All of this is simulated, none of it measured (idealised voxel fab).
The process module that follows is named voxel released beams.
The width of the displayed cross-section, cut, is 230 nm; its cells are square, with a size of 5 nm.
Cross-section spec: square-cell grid; bands listed top down; each band is one or more rows. For a band, the entry starts with two heights in nm, that of the top and then that of the bottom, and carries on with the band's materials in order from left to right, each alongside its width in nm; the word "all across" beside a single material means it fills the band edge to edge, and "air" means empty space. A quick word on heights: they are counted from 0, and under that level the wafer as it came to us is one material throughout. The lowest band is different from the rest in having no bottom; it simply continues downward, written as in "0 -> down". A two-number width, for instance "30 to 40", indicates that the width is equal to the first number in the top row of the band and to the second number in the bottom row, and that it changes by a constant amount per row of cells. Reading "same as before" for a step: not a cell of the cross-section changed in it. Reported under the label "Sealed voids" are the empty spaces having no open way to the top and comprising 8 cells or more; the notation for each is width x height at distance, in which the distance is measured from the left edge and all three values are in nm. Past the settings on a step's line: simulator remark, on that step. When a step includes a mask, the "overlay nm" setting on its line states how far to the right of its planned place that mask lay, and negative values state how far to the left.
[Process steps - plan]
step 1: op RECEIVE | material Si
step 2: op CONFORMAL_DEP | material SiN | thk nm 5
step 3: op DIRECTIONAL_DEP | material SiO2 | thk nm 20
step 4: op DIRECTIONAL_DEP | material aC | thk nm 10
step 5: op PATTERN | tone open | mask id ANCHOR | material resist | width nm 25 | thk nm 30 | overlay nm 0
step 6: op DIRECTIONAL_ETCH | etch materials aC | depth nm 10
step 7: op STRIP | etch materials resist
step 8: op DIRECTIONAL_ETCH | etch materials SiO2 | depth nm 20
step 9: op STRIP | etch materials aC
step 10: op CONFORMAL_DEP | material polySi | thk nm 10
step 11: op DIRECTIONAL_DEP | material aC | thk nm 15
step 12: op PATTERN | tone cover | mask id BEAM | material resist | width nm 110 | thk nm 30 | overlay nm 0
step 13: op DIRECTIONAL_ETCH | etch materials aC | depth nm 15
step 14: op STRIP | etch materials resist
step 15: op DIRECTIONAL_ETCH | etch materials polySi | depth nm 10
step 16: op STRIP | etch materials aC
step 17: op STRIP | etch materials SiO2
[Incoming wafer, cross-sectional view, post step 1]
> 0 -> down | Si all across
> Sealed voids: none
[Wafer at module end, in section. Began as above, planned as above, run with one mistake]
> 25 -> 15 | 55 of air, then 15 of polySi, then 5 of air, then 90 of polySi, then 65 of air
> 15 -> 5 | 60 of air, then 25 of polySi, then 145 of air
> 5 -> 0 | SiN all across
> 0 -> down | Si all across
> Sealed voids: none
Deviation from plan: note that step 3 departed from the planned setting and was carried out as op DIRECTIONAL_DEP | material SiO2 | thk nm 10
